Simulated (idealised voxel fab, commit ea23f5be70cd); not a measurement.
Presented below is a process module, voxel self aligned contacts.
The figure presents cross-section cut, which has a width of 165 nm and is divided into square cells with an edge length of 5 nm.
Cross-section spec: square-cell grid; bands listed top down; each band is one or more rows. It is stipulated that each band's entry specify, in nanometres, the height of the top of the band and then that of its bottom, followed by the materials of the band in left-to-right sequence, each together with its width in nanometres. A single material marked by the word "throughout" is understood to fill the band from edge to edge; the word "blank" is understood to denote empty space. Heads up on the height convention: 0 is the point under which the incoming wafer is all one material, and the lowest band has no bottom, it just keeps going down, like "0 nm and below". Top row gets the first number, bottom row gets the second, and each row in between changes by the same step: that is how a band width like "30->40" works. The cross-section has no changed cell in any step marked "nothing altered". Empty spaces counting at least 8 cells and having no open way to the top are listed in "Voids, sealed". The notation width x height at distance is used for each, the distance being from the left edge and all three values in nm. On each step's line, the part that comes after the settings is the simulator's own comment on the step. overlay nm, on a step with a mask: how far to the right of its planned place the mask lay; to the left if negative.
-- List of planned process steps
1: RECEIVE, material Si
2: OXIDIZE, depth nm 5
3: DIRECTIONAL_DEP, material polySi, thk nm 30
4: DIRECTIONAL_DEP, material SiN, thk nm 20
5: DIRECTIONAL_DEP, material aC, thk nm 15
6: PATTERN, tone cover, mask id GATE, material resist, width nm 35, pitch nm 70, thk nm 30, overlay nm 0
7: DIRECTIONAL_ETCH, etch materials aC, depth nm 15
8: STRIP, etch materials resist
9: DIRECTIONAL_ETCH, etch materials SiN, depth nm 20
10: DIRECTIONAL_ETCH, etch materials polySi, depth nm 20
11: STRIP, etch materials aC
12: CONFORMAL_DEP, material SiN, thk nm 10
13: DIRECTIONAL_ETCH, etch materials SiN, depth nm 10
14: FILL_DEP, material SiO2, thk nm 15
15: CMP, height nm 60
16: DIRECTIONAL_DEP, material aC, thk nm 15
17: PATTERN, tone open, mask id CONTACT, material resist, width nm 45, thk nm 30, overlay nm 0
18: DIRECTIONAL_ETCH, etch materials aC, depth nm 15
19: STRIP, etch materials resist
20: DIRECTIONAL_ETCH, etch materials SiO2, depth nm 65
21: STRIP, etch materials aC
22: CONFORMAL_DEP, material TiN, thk nm 5
23: FILL_DEP, material Ru, thk nm 10
24: CMP, height nm 60
25: CONFORMAL_DEP, material SiCN, thk nm 5
varied across the wafers: depth nm of step 10. The plan shows the first wafer's value. All wafers start alike
-- Cross-section, first of several wafers, as delivered after step 1
- 0 nm and below  Si throughout
- Voids, sealed: none
-- First of several wafers: cross-section at the end of the module, after step 25, its last step
- 65 nm to 60 nm  SiCN throughout
- 60 nm to 50 nm  SiO2 60 / TiN 5->20 / Ru 35->5 / TiN 5->20 / SiO2 60
- 50 nm to 30 nm  SiO2 20 / SiN 55 / TiN 5 / Ru 5 / TiN 5 / SiN 55 / SiO2 20
- 30 nm to 15 nm  SiO2 20 / SiN 10 / polySi 35 / SiN 10 / TiN 5 / Ru 5 / TiN 5 / SiN 10 / polySi 35 / SiN 10 / SiO2 20
- 15 nm to 10 nm  SiO2 20 / SiN 10 / polySi 35 / SiN 10 / TiN 15 / SiN 10 / polySi 35 / SiN 10 / SiO2 20
- 10 nm to 0 nm  polySi throughout
- 0 nm to -5 nm  SiO2 throughout
- -5 nm and below  Si throughout
- Voids, sealed: none
-- Wafer cross-section (last wafer, module end)
- 65 nm to 60 nm  SiCN throughout
- 60 nm to 50 nm  SiO2 60 / TiN 5->20 / Ru 35->5 / TiN 5->20 / SiO2 60
- 50 nm to 30 nm  SiO2 20 / SiN 55 / TiN 5 / Ru 5 / TiN 5 / SiN 55 / SiO2 20
- 30 nm to 0 nm  SiO2 20 / SiN 10 / polySi 35 / SiN 10 / TiN 5 / Ru 5 / TiN 5 / SiN 10 / polySi 35 / SiN 10 / SiO2 20
- 0 nm to -5 nm  SiO2 75 / TiN 15 / SiO2 75
- -5 nm and below  Si throughout
- Voids, sealed: none
-- Basically each wafer gets a line in the table, showing it at the end of the module: material by material, the cells it gained (+) or lost (-) since we got it, then its closed voids
depth nm 20, +15 Ru, -33 Si, +33 SiCN, +120 SiN, +145 SiO2, +27 TiN, +122 polySi, Voids, sealed: none
depth nm 25, +16 Ru, -33 Si, +33 SiCN, +128 SiN, +153 SiO2, +29 TiN, +103 polySi, Voids, sealed: none
depth nm 30, +18 Ru, -33 Si, +33 SiCN, +136 SiN, +158 SiO2, +33 TiN, +84 polySi, Voids, sealed: none
depth nm 35, +18 Ru, -33 Si, +33 SiCN, +136 SiN, +158 SiO2, +33 TiN, +84 polySi, Voids, sealed: none
depth nm 40, +18 Ru, -33 Si, +33 SiCN, +136 SiN, +158 SiO2, +33 TiN, +84 polySi, Voids, sealed: none
depth nm 45, +18 Ru, -33 Si, +33 SiCN, +136 SiN, +158 SiO2, +33 TiN, +84 polySi, Voids, sealed: none
